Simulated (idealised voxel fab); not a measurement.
A process module follows: voxel wiring stack.
The cross-section on display is named cut; it measures 165 nm wide, and its cells are 5 nm squares.
Think of the cross-section as a grid of square cells. We describe it in bands, top to bottom, and each band covers one or more rows of those cells.
Band: top and bottom heights (nm) first, top before bottom; then materials from left to right, widths in nm. "full width" marks a sole material filling the band edge to edge. "blank" denotes empty space.
The level at which height equals 0 is the one under which the wafer, as it arrives, is entirely one material. No lower edge exists for the bottom band, which continues downward and is notated as in "0 and below".
The expression "30->40" gives the width at the extremes of the band, the first number at its top row of cells and the second at its bottom row, with the width changing by equal amounts from each row to the next in between.
It should be understood that the words "nothing was modified", when stated for a given step, signify that the cross-section underwent no change in any of its cells during that step.
Basically, "Enclosed void listing" tells you about the enclosed voids: empty spaces with no open way to the top, 8 cells or bigger, each written width x height at distance, where distance is from the left edge, all in nm.
What comes after the settings on a step's line is commentary from the simulator itself on that step.
The line of a step may include "overlay nm". On a step with a mask, this value is how far to the right of its planned place the mask lay. A negative value means the mask lay to the left.

[Process steps foreseen in the plan]
- 1: RECEIVE,material Si
- 2: CONFORMAL_DEP,material SiO2,thk nm 15
- 3: CONFORMAL_DEP,material SiCN,thk nm 5
- 4: DIRECTIONAL_DEP,material SiO2,thk nm 20
- 5: PATTERN,tone open,mask id METAL_1,material resist,width nm 25,pitch nm 50,thk nm 20,overlay nm 0
- 6: DIRECTIONAL_ETCH,etch materials SiO2,depth nm 20
- 7: DIRECTIONAL_ETCH,etch materials SiCN,depth nm 5
- 8: STRIP,etch materials resist
- 9: CONFORMAL_DEP,material TiN,thk nm 5
- 10: FILL_DEP,material Cu,thk nm 10
- 11: CMP,height nm 40
- 12: EPI,material Ru,thk nm 5
- 13: FILL_DEP,material SiCN,thk nm 5
- 14: DIRECTIONAL_DEP,material SiO2,thk nm 15
- 15: DIRECTIONAL_DEP,material aC,thk nm 10
- 16: PATTERN,tone open,mask id PLUG_1,material resist,width nm 15,thk nm 25,overlay nm 0
- 17: DIRECTIONAL_ETCH,etch materials aC,depth nm 10
- 18: STRIP,etch materials resist
- 19: DIRECTIONAL_ETCH,etch materials SiO2,depth nm 15
- 20: DIRECTIONAL_ETCH,etch materials SiCN,depth nm 5
- 21: STRIP,etch materials aC
- 22: CONFORMAL_DEP,material TiN,thk nm 5
- 23: FILL_DEP,material Cu,thk nm 5
- 24: CMP,height nm 65
- 25: DIRECTIONAL_DEP,material TiN,thk nm 5
- 26: DIRECTIONAL_DEP,material W,thk nm 15
- 27: MASKED_ETCH,tone cover,mask id METAL_2,width nm 25,pitch nm 50,etch materials W,depth nm 15,overlay nm 0
- 28: MASKED_ETCH,tone cover,mask id METAL_2,width nm 25,pitch nm 50,etch materials TiN,depth nm 5,overlay nm 0
- 29: FILL_DEP,material lowk,thk nm 10
- 30: CMP,height nm 85
- 31: CONFORMAL_DEP,material SiCN,thk nm 5
- 32: DIRECTIONAL_DEP,material lowk,thk nm 25
- 33: DIRECTIONAL_DEP,material aC,thk nm 10
- 34: PATTERN,tone open,mask id METAL_3_HOLES,material resist,width nm 15,thk nm 30,overlay nm 0
- 35: DIRECTIONAL_ETCH,etch materials aC,depth nm 10
- 36: STRIP,etch materials resist
- 37: DIRECTIONAL_ETCH,etch materials lowk,depth nm 25
- 38: STRIP,etch materials aC
- 39: MASKED_ETCH,tone open,mask id METAL_3,width nm 25,pitch nm 50,etch materials lowk,depth nm 15,overlay nm 0
- 40: MASKED_ETCH,tone open,mask id METAL_3,width nm 25,pitch nm 50,etch materials SiCN,depth nm 5,overlay nm 0
- 41: CONFORMAL_DEP,material TiN,thk nm 5
- 42: FILL_DEP,material Ru,thk nm 5
- 43: CMP,height nm 115
- 44: CONFORMAL_DEP,material SiCN,thk nm 5
- 45: DIRECTIONAL_DEP,material SiO2,thk nm 30
- 46: DIRECTIONAL_DEP,material aC,thk nm 15
- 47: PATTERN,tone open,mask id METAL_4_HOLES,material resist,width nm 15,pitch nm 50,thk nm 30,overlay nm 0
- 48: DIRECTIONAL_ETCH,etch materials aC,depth nm 15
- 49: STRIP,etch materials resist
- 50: DIRECTIONAL_ETCH,etch materials SiO2,depth nm 30
- 51: STRIP,etch materials aC
- 52: DIRECTIONAL_DEP,material aC,thk nm 15
- 53: PATTERN,tone open,mask id METAL_4,material resist,width nm 25,pitch nm 50,thk nm 30,overlay nm 0
- 54: DIRECTIONAL_ETCH,etch materials aC,depth nm 15
- 55: STRIP,etch materials resist
- 56: DIRECTIONAL_ETCH,etch materials SiO2,depth nm 15
- 57: DIRECTIONAL_ETCH,etch materials SiCN,depth nm 5
- 58: STRIP,etch materials aC
- 59: CONFORMAL_DEP,material TiN,thk nm 5
- 60: FILL_DEP,material Cu,thk nm 5
- 61: CMP,height nm 150
- 62: CONFORMAL_DEP,material SiN,thk nm 5

[The cross-section here shows the wafer as received, i.e. in its state after step 1]
0 and below | Si full width
Enclosed void listing: none

[End-of-module XS, first of two wafers, run as planned]
155 down to 150 | SiN full width
150 down to 140 | SiO2=45  TiN=5  Cu=15  TiN=5  SiO2=25  TiN=5  Cu=15  TiN=5  SiO2=45
140 down to 135 | SiO2=45  TiN=5  Cu=5  TiN=15  SiO2=25  TiN=5  Cu=5  TiN=15  SiO2=45
135 down to 120 | SiO2=45  TiN=5  Cu=5  TiN=5  SiO2=35  TiN=5  Cu=5  TiN=5  SiO2=55
120 down to 115 | SiCN=45  TiN=15  SiCN=35  TiN=15  SiCN=55
115 down to 105 | lowk=45  TiN=5  Ru=15  TiN=5  lowk=25  TiN=5  Ru=15  TiN=5  lowk=45
105 down to 100 | lowk=45  TiN=5  Ru=5  TiN=15  lowk=25  TiN=25  lowk=45
100 down to 90 | lowk=45  TiN=5  Ru=5  TiN=5  lowk=105
90 down to 85 | SiCN=45  TiN=15  SiCN=105
85 down to 70 | lowk=45  W=25  lowk=25  W=25  lowk=45
70 down to 65 | lowk=45  TiN=25  lowk=25  TiN=25  lowk=45
65 down to 50 | SiO2=45  TiN=5  Cu=5  TiN=5  SiO2=105
50 down to 45 | SiCN=45  TiN=15  SiCN=105
45 down to 40 | SiCN=40  Ru=35  SiCN=15  Ru=35  SiCN=40
40 down to 20 | SiO2=45  TiN=5  Cu=15  TiN=5  SiO2=25  TiN=5  Cu=15  TiN=5  SiO2=45
20 down to 15 | SiCN=45  TiN=25  SiCN=25  TiN=25  SiCN=45
15 down to 0 | SiO2 full width
0 and below | Si full width
Enclosed void listing: none

[This cross-section belongs to the second wafer of two at the end of the module; the start and the plan were shared with the first, and the run included one mistake]
155 down to 150 | SiN full width
150 down to 140 | SiO2=45  TiN=5  Cu=15  TiN=5  SiO2=25  TiN=5  Cu=15  TiN=5  SiO2=45
140 down to 135 | SiO2=45  TiN=5  Cu=5  TiN=15  SiO2=25  TiN=5  Cu=5  TiN=15  SiO2=45
135 down to 120 | SiO2=45  TiN=5  Cu=5  TiN=5  SiO2=35  TiN=5  Cu=5  TiN=5  SiO2=55
120 down to 115 | SiCN=45  TiN=15  SiCN=35  TiN=15  SiCN=55
115 down to 105 | lowk=45  TiN=5  Ru=5  TiN=5  lowk=105
105 down to 100 | lowk=45  TiN=15  lowk=105
100 down to 90 | lowk full width
90 down to 85 | SiCN full width
85 down to 70 | lowk=45  W=25  lowk=25  W=25  lowk=45
70 down to 65 | lowk=45  TiN=25  lowk=25  TiN=25  lowk=45
65 down to 50 | SiO2=45  TiN=5  Cu=5  TiN=5  SiO2=105
50 down to 45 | SiCN=45  TiN=15  SiCN=105
45 down to 40 | SiCN=40  Ru=35  SiCN=15  Ru=35  SiCN=40
40 down to 20 | SiO2=45  TiN=5  Cu=15  TiN=5  SiO2=25  TiN=5  Cu=15  TiN=5  SiO2=45
20 down to 15 | SiCN=45  TiN=25  SiCN=25  TiN=25  SiCN=45
15 down to 0 | SiO2 full width
0 and below | Si full width
Enclosed void listing: none
The mistake made against the process plan was this: step 32 of the plan was carried out twice
Wrapping up, a cell-based count of both wafers puts the second over or under the first for these materials: 13 fewer of Ru | 3 more of SiCN | 17 fewer of TiN | 27 more of lowk
